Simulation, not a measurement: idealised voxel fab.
process module | voxel local oxidation
cross-section cut | 240 nm wide | cells 5 nm
A cross-section is a grid of square cells, given in bands from the top down. A band is one or more rows of cells.
Each band's line starts with the height of the band's top and of its bottom, in nm. Then come its materials from left to right, each with its width in nm. One material with "throughout" fills the band from edge to edge. "air" is empty space.
Height 0 is the level under which the wafer as received is all one material. The lowest band goes on downwards, as in "0 down".
A width such as "30 to 40" changes by the same amount from each row of cells to the next, from the band's top row to its bottom row.
"no change" after a step means that no cell of the cross-section changed.
closed voids: empty space of 8 cells or more with no open way to the top, each as width x height at its distance from the left edge, in nm
after a step's settings: what the simulator itself notes on the step
overlay nm, on a step with a mask: how far to the right of its planned place the mask lay; to the left if negative
plan
1 op RECEIVE | material Si
2 op CONFORMAL_DEP | material SiO2 | thk nm 5
3 op CONFORMAL_DEP | material SiN | thk nm 10
4 op PATTERN | tone cover | mask id ACTIVE | material resist | width nm 95 | thk nm 15 | overlay nm 0
5 op DIRECTIONAL_ETCH | etch materials SiN | depth nm 10
6 op STRIP | etch materials resist
7 op SELECTIVE_ETCH | etch materials SiO2 | depth nm 5
8 op OXIDIZE | depth nm 10
9 op STRIP | etch materials SiN
as received, after step 1
  0 down: Si throughout
  closed voids: none
a wafer at the end: this start, this plan, one mistake
  5 to 0: SiO2 65 | air 105 | SiO2 70
  0 to -10: Si 55 | SiO2 125 | Si 60
  -10 down: Si throughout
  closed voids: none
what went wrong: step 4 ran as: op PATTERN | tone open | mask id ACTIVE | material resist | width nm 95 | thk nm 15 | overlay nm 0
